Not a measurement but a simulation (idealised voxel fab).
Process module in this document: voxel capacitor over wiring
Section shown: cut. Width: 205 nm. Cell size: 5 nm, square.
In what follows, cross-sections appear as grids of square cells, described through bands that run from the top down, where every band is one or more rows of cells. For a band, the entry starts with two heights in nm, that of the top and then that of the bottom, and carries on with the band's materials in order from left to right, each alongside its width in nm; the word "all across" beside a single material means it fills the band edge to edge, and "blank" means empty space. Convention: height 0 is the level below which the wafer, as received, is all one material. The lowest band does not terminate at the bottom but continues downward, represented as "from 0 down". Think of "30..40" as a width that walks from the first number to the second as you go down the band, top row to bottom row, taking equal-sized steps from row to row. "remained unchanged" (step): cross-section cells unchanged, all of them. You'll see "Closed void register" listing empty spaces that have no way open to the top, as long as they're 8 cells or more; the notation is width x height at distance, where the distance is from the left edge, and all of it is in nm. What comes after the settings on a step's line is commentary from the simulator itself on that step. On any step carrying a mask, the "overlay nm" setting, if present on the step's line, tells how far right of its planned place the mask lay; negative values point to the left.
# This section lists the process steps that were planned
step 1: RECEIVE, material Si
step 2: CONFORMAL_DEP, material SiO2, thk nm 10
step 3: DIRECTIONAL_DEP, material TiN, thk nm 5
step 4: DIRECTIONAL_DEP, material Ru, thk nm 20
step 5: DIRECTIONAL_DEP, material aC, thk nm 10
step 6: PATTERN, tone cover, mask id METAL_1, material resist, width nm 30, pitch nm 90, thk nm 30, overlay nm 0
step 7: DIRECTIONAL_ETCH, etch materials aC, depth nm 10
step 8: STRIP, etch materials resist
step 9: DIRECTIONAL_ETCH, etch materials Ru, depth nm 20
step 10: DIRECTIONAL_ETCH, etch materials TiN, depth nm 5
step 11: STRIP, etch materials aC
step 12: FILL_DEP, material lowk, thk nm 10
step 13: CMP, height nm 35
step 14: CONFORMAL_DEP, material SiCN, thk nm 5
step 15: DIRECTIONAL_DEP, material lowk, thk nm 15
step 16: DIRECTIONAL_DEP, material aC, thk nm 10
step 17: PATTERN, tone open, mask id PLUG_1, material resist, width nm 15, thk nm 30, overlay nm -15
step 18: DIRECTIONAL_ETCH, etch materials aC, depth nm 10
step 19: STRIP, etch materials resist
step 20: DIRECTIONAL_ETCH, etch materials lowk, depth nm 15
step 21: DIRECTIONAL_ETCH, etch materials SiCN, depth nm 5
step 22: STRIP, etch materials aC
step 23: EPI, material Ru, thk nm 10
step 24: EPI, material Ru, thk nm 10
step 25: DIRECTIONAL_DEP, material TiN, thk nm 10
step 26: DIRECTIONAL_DEP, material HfO2, thk nm 5
step 27: DIRECTIONAL_DEP, material TiN, thk nm 5
step 28: DIRECTIONAL_DEP, material aC, thk nm 10
step 29: PATTERN, tone cover, mask id UPPER_PLATE, material resist, width nm 65, thk nm 30, overlay nm 0
step 30: DIRECTIONAL_ETCH, etch materials aC, depth nm 10
step 31: STRIP, etch materials resist
step 32: DIRECTIONAL_ETCH, etch materials TiN, depth nm 5
step 33: DIRECTIONAL_ETCH, etch materials HfO2, depth nm 5
step 34: STRIP, etch materials aC
step 35: PATTERN, tone cover, mask id LOWER_PLATE, material resist, width nm 75, thk nm 20, overlay nm 0
step 36: DIRECTIONAL_ETCH, etch materials TiN, depth nm 10
step 37: STRIP, etch materials resist
step 38: FILL_DEP, material SiO2, thk nm 15
step 39: CMP, height nm 85
step 40: PATTERN, tone open, mask id PLUG_2, material resist, width nm 15, thk nm 15, overlay nm 0
step 41: DIRECTIONAL_ETCH, etch materials SiO2, depth nm 10
step 42: STRIP, etch materials resist
step 43: CONFORMAL_DEP, material TiN, thk nm 5
step 44: FILL_DEP, material Cu, thk nm 10
step 45: CMP, height nm 85
step 46: CONFORMAL_DEP, material SiCN, thk nm 5
All wafers enter the flow in the same state. The overlay nm at step 17 differs from wafer to wafer, and the plan gives the value for the first wafer.
# First of several wafers (as received, post step 1), cross-sectional view
from 0 down: Si all across
Closed void register: none
# Once step 46, the last step, is complete, the module is at its end; this is the cross-section of the first of several wafers
from 90 to 85: SiCN all across
from 85 to 80: SiO2=65  TiN=5  Cu=5  TiN=5  SiO2=125
from 80 to 70: SiO2=65..55  TiN=15..65  SiO2=125..85
from 70 to 65: SiO2=55  HfO2=65  SiO2=85
from 65 to 55: SiO2=50  TiN=75  SiO2=80
from 55 to 40: lowk=40  Ru=15  lowk=150
from 40 to 35: SiCN=40  Ru=15  SiCN=150
from 35 to 15: lowk=40  Ru=30  lowk=60  Ru=30  lowk=45
from 15 to 10: lowk=40  TiN=30  lowk=60  TiN=30  lowk=45
from 10 to 0: SiO2 all across
from 0 down: Si all across
Closed void register: none
# Cross-section, module end, final of several wafers
from 90 to 85: SiCN all across
from 85 to 80: SiO2=65  TiN=5  Cu=5  TiN=5  SiO2=125
from 80 to 75: SiO2=65  TiN=15  SiO2=125
from 75 to 70: SiO2=55  TiN=15  SiO2=15  TiN=35  SiO2=85
from 70 to 65: SiO2=55  HfO2=15  SiO2=15  HfO2=35  SiO2=85
from 65 to 55: SiO2=50  TiN=20  SiO2=15  TiN=40  SiO2=80
from 55 to 50: lowk=70  TiN=15  lowk=120
from 50 to 45: lowk=70  HfO2=15  lowk=120
from 45 to 40: lowk=70  TiN=15  lowk=120
from 40 to 35: SiCN=70  TiN=15  SiCN=120
from 35 to 15: lowk=40  Ru=30  lowk=60  Ru=30  lowk=45
from 15 to 10: lowk=40  TiN=30  lowk=60  TiN=30  lowk=45
from 10 to 0: SiO2 all across
from 0 down: Si all across
Closed void register: none
# Rows = wafers. At module end, each row lists per material the cells gained (+) or lost (-) since the wafer was received, then the closed voids
overlay nm -15 | +1 Cu | +13 HfO2 | +60 Ru | +79 SiCN | +266 SiO2 | +60 TiN | +259 lowk | Closed void register: none
overlay nm -10 | +1 Cu | +13 HfO2 | +60 Ru | +79 SiCN | +266 SiO2 | +60 TiN | +259 lowk | Closed void register: none
overlay nm -5 | +1 Cu | +13 HfO2 | +60 Ru | +79 SiCN | +266 SiO2 | +60 TiN | +259 lowk | Closed void register: none
overlay nm 0 | +1 Cu | +13 HfO2 | +60 Ru | +79 SiCN | +266 SiO2 | +60 TiN | +259 lowk | Closed void register: none
overlay nm 5 | +1 Cu | +13 HfO2 | +60 Ru | +79 SiCN | +266 SiO2 | +60 TiN | +259 lowk | Closed void register: none
overlay nm 10 | +1 Cu | +13 HfO2 | +60 Ru | +79 SiCN | +266 SiO2 | +60 TiN | +259 lowk | Closed void register: none
overlay nm 15 | +1 Cu | +13 HfO2 | +48 Ru | +79 SiCN | +278 SiO2 | +60 TiN | +259 lowk | Closed void register: none
